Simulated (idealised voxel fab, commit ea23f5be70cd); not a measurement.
The document below concerns the process module designated voxel self aligned contacts.
Cross-sectional view cut (width: 230 nm; square cell size: 5 nm).
A cross-section is written here as square cells arranged in a grid, and it is given in bands from the top down, each band taking up one or more rows of cells. Top, bottom (nm), then materials left to right with widths (nm); lone material tagged "edge to edge" fills the whole band edge to edge; "blank" = empty space. Basically, 0 is our baseline, since under it the wafer straight out of the box is all one material. The bottom band has no lower end and keeps on going down, so it looks like "0 nm and below". Note: "30->40" means the width goes from the first number (top row of the band) to the second number (bottom row) in equal steps per row of cells. Step marked "nothing changed"? Then no cell in the cross-section changed in it. "Trapped cavities" means: voids of 8 cells or more that are shut off from the top with no open way through. Written width x height at distance, distance from the left edge, in nm. Text after the settings on a step's line: the simulator's own remark on that step. On any step carrying a mask, the "overlay nm" setting, if present on the step's line, tells how far right of its planned place the mask lay; negative values point to the left.

**List of planned process steps**
1. RECEIVE,material Si
2. CONFORMAL_DEP,material SiO2,thk nm 5
3. DIRECTIONAL_DEP,material polySi,thk nm 30
4. DIRECTIONAL_DEP,material SiN,thk nm 20
5. PATTERN,tone cover,mask id GATE,material resist,width nm 35,pitch nm 60,thk nm 15,overlay nm 0
6. DIRECTIONAL_ETCH,etch materials SiN,depth nm 20
7. DIRECTIONAL_ETCH,etch materials polySi,depth nm 30
8. STRIP,etch materials resist
9. CONFORMAL_DEP,material SiN,thk nm 5
10. DIRECTIONAL_ETCH,etch materials SiN,depth nm 5
11. FILL_DEP,material SiO2,thk nm 20
12. CMP,height nm 65
13. PATTERN,tone open,mask id CONTACT,material resist,width nm 25,thk nm 15,overlay nm 0
14. DIRECTIONAL_ETCH,etch materials SiO2,depth nm 65
15. STRIP,etch materials resist
16. CONFORMAL_DEP,material TiN,thk nm 5
17. FILL_DEP,material Ru,thk nm 10
18. CMP,height nm 65
19. CONFORMAL_DEP,material SiCN,thk nm 5
varied across the wafers: width nm of step 13. The plan shows the first wafer's value. All wafers start alike

**Cross-section of the first of several received wafers, showing its state after step 1**
    0 nm and below  Si edge to edge
    Trapped cavities: none

**After the module's final step, step 19: the first of several wafers in cross-section**
    70 nm to 65 nm  SiCN edge to edge
    65 nm to 55 nm  100 SiO2 | 5->10 TiN | 15->5 Ru | 5->10 TiN | 105 SiO2
    55 nm to 35 nm  60 SiO2 | 45 SiN | 5 TiN | 5 Ru | 5 TiN | 45 SiN | 65 SiO2
    35 nm to 5 nm  60 SiO2 | 5 SiN | 35 polySi | 5 SiN | 5 TiN | 5 Ru | 5 TiN | 5 SiN | 35 polySi | 5 SiN | 65 SiO2
    5 nm to 0 nm  105 SiO2 | 15 TiN | 110 SiO2
    0 nm and below  Si edge to edge
    Trapped cavities: none

**The last wafer as seen in cross-section at the end of the module**
    70 nm to 65 nm  SiCN edge to edge
    65 nm to 55 nm  90 SiO2 | 5->20 TiN | 40->5 Ru | 5->25 TiN | 90 SiO2
    55 nm to 35 nm  60 SiO2 | 45 SiN | 5 TiN | 5 Ru | 5 TiN | 45 SiN | 65 SiO2
    35 nm to 5 nm  60 SiO2 | 5 SiN | 35 polySi | 5 SiN | 5 TiN | 5 Ru | 5 TiN | 5 SiN | 35 polySi | 5 SiN | 65 SiO2
    5 nm to 0 nm  105 SiO2 | 15 TiN | 110 SiO2
    0 nm and below  Si edge to edge
    Trapped cavities: none

**Table: wafers, a row each; end-of-module cell change per material since receipt, gain (+), loss (-); then closed voids**
width nm 25; +14 Ru; +46 SiCN; +96 SiN; +375 SiO2; +29 TiN; +84 polySi; Trapped cavities: none
width nm 30; +15 Ru; +46 SiCN; +96 SiN; +373 SiO2; +30 TiN; +84 polySi; Trapped cavities: none
width nm 35; +16 Ru; +46 SiCN; +96 SiN; +371 SiO2; +31 TiN; +84 polySi; Trapped cavities: none
width nm 40; +17 Ru; +46 SiCN; +96 SiN; +369 SiO2; +32 TiN; +84 polySi; Trapped cavities: none
width nm 45; +18 Ru; +46 SiCN; +96 SiN; +367 SiO2; +33 TiN; +84 polySi; Trapped cavities: none
width nm 50; +19 Ru; +46 SiCN; +96 SiN; +365 SiO2; +34 TiN; +84 polySi; Trapped cavities: none
